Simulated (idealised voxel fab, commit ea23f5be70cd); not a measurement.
process module | voxel tone inversion
The width of the displayed cross-section, cut, is 265 nm; its cells are square, with a size of 5 nm.
Think of the cross-section as a grid of square cells. We describe it in bands, top to bottom, and each band covers one or more rows of those cells.
Heads up on the band format: heights come first, top then bottom, in nm. After that it's the materials left to right, each with its width in nm. A single material flagged "edge to edge" fills the whole band edge to edge, and "air" means there's empty space there.
Heights are measured from 0, the level below which the as-received wafer is all one material; the lowest band has no bottom and continues downward, written as in "0..down".
When a width is written as two numbers, as in "30..40", the first number is the width in the top row of cells of the band and the second is the width in its bottom row, and the width changes by the same amount from each row to the next.
Reading "nothing different" for a step: not a cell of the cross-section changed in it.
The label "Voids, fully enclosed" introduces a list of the empty spaces, 8 cells or larger, that have no open way up to the top; each entry in it reads width x height at distance, where the distance is taken from the left edge and all three are stated in nm.
What comes after the settings on a step's line is commentary from the simulator itself on that step.
overlay nm: on a step with a mask, how far right of its planned place the mask lay; negative means left.

### Listed below are the process steps as planned
1,RECEIVE [material Si]
2,CONFORMAL_DEP [material SiN] [thk nm 10]
3,DIRECTIONAL_DEP [material polySi] [thk nm 20]
4,PATTERN [tone cover] [mask id POSTS] [material resist] [width nm 15] [pitch nm 40] [thk nm 30] [overlay nm 0]
5,DIRECTIONAL_ETCH [etch materials polySi] [depth nm 20]
6,STRIP [etch materials resist]
7,FILL_DEP [material lowk] [thk nm 10]
8,CMP [height nm 30]
9,STRIP [etch materials polySi]

### As received (post step 1): cross-section
0..down: Si edge to edge
Voids, fully enclosed: none

### Cross-section, first of two wafers, end of module, run as planned
30..10: lowk 65; air 15; lowk 25; air 15; lowk 25; air 15; lowk 25; air 15; lowk 65
10..0: SiN edge to edge
0..down: Si edge to edge
Voids, fully enclosed: none

### Second wafer of the two, sectioned at the end of the module. It began like the first and followed the same plan, but one mistake was made while running it
30..10: lowk 65; air 20; lowk 20; air 20; lowk 20; air 20; lowk 20; air 20; lowk 60
10..0: SiN edge to edge
0..down: Si edge to edge
Voids, fully enclosed: none
Here's what went sideways: rather than as planned, step 4 actually ran as PATTERN [tone cover] [mask id POSTS] [material resist] [width nm 20] [pitch nm 40] [thk nm 30] [overlay nm 0]
Upon completion, the second wafer contains, in terms of cells, a greater or smaller amount of certain materials than the first wafer: lowk -16
